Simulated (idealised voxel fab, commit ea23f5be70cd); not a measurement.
The following process module bears the name voxel ribs on slabs.
270 nm wide, 5 nm square cells: that's cross-section cut.
Throughout this document, each cross-section is represented as a grid of square cells and is presented as a sequence of bands enumerated from the top downward, where a band comprises one or more rows of cells.
Within each band entry, the heights of the top and of the bottom of the band appear first, in that order and in nm; the materials of the band then follow from left to right, each with its corresponding width in nm. The designation "edge to edge" on a single material indicates that it fills the band from edge to edge; the designation "blank" indicates empty space.
Heads up on the height convention: 0 is the point under which the incoming wafer is all one material, and the lowest band has no bottom, it just keeps going down, like "top 0, no bottom".
The expression "30 to 40" gives the width at the extremes of the band, the first number at its top row of cells and the second at its bottom row, with the width changing by equal amounts from each row to the next in between.
"nothing different" -> step changed no cross-section cell.
What "Closed voids list" gives you is every empty space of 8 cells or more that is cut off from the top. Each appears as width x height at distance, with the distance taken from the left edge and width, height and distance all in nm.
Formally, on a step line, whatever follows the settings is a remark that the simulator itself makes on the step.
The optional step-line setting "overlay nm" applies to steps with a mask and quantifies how far to the right of its planned location the mask lay, a negative value indicating leftward placement.

**The following list gives the planned process steps**
1,RECEIVE, material Si
2,DIRECTIONAL_DEP, material SiO2, thk nm 25
3,DIRECTIONAL_DEP, material polySi, thk nm 15
4,MASKED_ETCH, tone cover, mask id RIB, width nm 15, etch materials polySi, depth nm 5, overlay nm 0
5,MASKED_ETCH, tone cover, mask id SLAB, width nm 80, etch materials polySi, depth nm 10, overlay nm 0
6,FILL_DEP, material SiO2, thk nm 15
7,CMP, height nm 50
8,DIRECTIONAL_DEP, material TiN, thk nm 10
9,DIRECTIONAL_DEP, material aC, thk nm 10
10,PATTERN, tone cover, mask id HEATER, material resist, width nm 30, thk nm 25, overlay nm 0
11,DIRECTIONAL_ETCH, etch materials aC, depth nm 10
12,STRIP, etch materials resist
13,DIRECTIONAL_ETCH, etch materials TiN, depth nm 10
14,STRIP, etch materials aC
15,CONFORMAL_DEP, material SiN, thk nm 5
The plan's step 4 width nm is the first wafer's value; the wafers differ in this setting and start identical.

**Cross-section: the first of several wafers in its as-received state, i.e. following step 1**
	top 0, no bottom = Si edge to edge
	Closed voids list: none

**Note: the following table is arranged by wafer, a row apiece. Each row reports the end-of-module state: per material, cells gained (+) or cells lost (-) compared with the wafer as received; closed voids follow**
width nm 15; +58 SiN; +505 SiO2; +12 TiN; +35 polySi; Closed voids list: none
width nm 20; +58 SiN; +504 SiO2; +12 TiN; +36 polySi; Closed voids list: none
width nm 25; +58 SiN; +503 SiO2; +12 TiN; +37 polySi; Closed voids list: none
width nm 30; +58 SiN; +502 SiO2; +12 TiN; +38 polySi; Closed voids list: none
width nm 35; +58 SiN; +501 SiO2; +12 TiN; +39 polySi; Closed voids list: none
